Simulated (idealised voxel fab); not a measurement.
process module | voxel wiring stack
cross-section cut | 200 nm wide | cells 5 nm
A cross-section is a grid of square cells, given in bands from the top down. A band is one or more rows of cells.
Each band's line starts with the height of the band's top and of its bottom, in nm. Then come its materials from left to right, each with its width in nm. One material with "throughout" fills the band from edge to edge. "air" is empty space.
Height 0 is the level under which the wafer as received is all one material. The lowest band goes on downwards, as in "0 down".
A width such as "30 to 40" changes by the same amount from each row of cells to the next, from the band's top row to its bottom row.
"no change" after a step means that no cell of the cross-section changed.
closed voids: empty space of 8 cells or more with no open way to the top, each as width x height at its distance from the left edge, in nm
after a step's settings: what the simulator itself notes on the step
overlay nm, on a step with a mask: how far to the right of its planned place the mask lay; to the left if negative
plan
1 op RECEIVE | material Si
2 op CONFORMAL_DEP | material SiO2 | thk nm 10
3 op DIRECTIONAL_DEP | material TiN | thk nm 5
4 op DIRECTIONAL_DEP | material Ru | thk nm 25
5 op PATTERN | tone cover | mask id METAL_1 | material resist | width nm 30 | pitch nm 45 | thk nm 20 | overlay nm 0
6 op DIRECTIONAL_ETCH | etch materials Ru | depth nm 25
7 op DIRECTIONAL_ETCH | etch materials TiN | depth nm 5
8 op STRIP | etch materials resist
9 op FILL_DEP | material SiO2 | thk nm 10
10 op CMP | height nm 40
11 op CONFORMAL_DEP | material SiCN | thk nm 5
12 op DIRECTIONAL_DEP | material lowk | thk nm 10
13 op PATTERN | tone open | mask id PLUG_1 | material resist | width nm 15 | pitch nm 45 | thk nm 15 | overlay nm 0
14 op DIRECTIONAL_ETCH | etch materials lowk | depth nm 10
15 op DIRECTIONAL_ETCH | etch materials SiCN | depth nm 5
16 op STRIP | etch materials resist
17 op CONFORMAL_DEP | material TiN | thk nm 5
18 op FILL_DEP | material Cu | thk nm 5
19 op CMP | height nm 55
20 op CONFORMAL_DEP | material SiCN | thk nm 5
21 op DIRECTIONAL_DEP | material lowk | thk nm 25
22 op PATTERN | tone open | mask id METAL_2 | material resist | width nm 30 | pitch nm 45 | thk nm 15 | overlay nm 0
23 op DIRECTIONAL_ETCH | etch materials lowk | depth nm 25
24 op DIRECTIONAL_ETCH | etch materials SiCN | depth nm 5
25 op STRIP | etch materials resist
26 op CONFORMAL_DEP | material TiN | thk nm 5
27 op FILL_DEP | material Ru | thk nm 10
28 op CMP | height nm 85
29 op EPI | material Ru | thk nm 5
30 op FILL_DEP | material SiCN | thk nm 5
as received, after step 1
  0 down: Si throughout
  closed voids: none
a wafer at the end: this start, this plan, one mistake
  95 to 90: SiCN throughout
  90 to 85: SiCN 35 | Ru 40 | SiCN 5 | Ru 40 | SiCN 5 | Ru 40 | SiCN 35
  85 to 60: lowk 40 | TiN 5 | Ru 20 | TiN 5 | lowk 15 | TiN 5 | Ru 20 | TiN 5 | lowk 15 | TiN 5 | Ru 20 | TiN 5 | lowk 40
  60 to 55: SiCN 40 | TiN 30 | SiCN 15 | TiN 30 | SiCN 15 | TiN 30 | SiCN 40
  55 to 45: lowk 40 | TiN 5 | Cu 5 | TiN 5 | lowk 30 | TiN 5 | Cu 5 | TiN 5 | lowk 30 | TiN 5 | Cu 5 | TiN 5 | lowk 55
  45 to 40: SiCN 40 | TiN 15 | SiCN 30 | TiN 15 | SiCN 30 | TiN 15 | SiCN 55
  40 to 35: SiO2 throughout
  35 to 10: SiO2 40 | Ru 30 | SiO2 15 | Ru 30 | SiO2 15 | Ru 30 | SiO2 40
  10 to 0: SiO2 throughout
  0 down: Si throughout
  closed voids: none
what went wrong: step 3 was left out
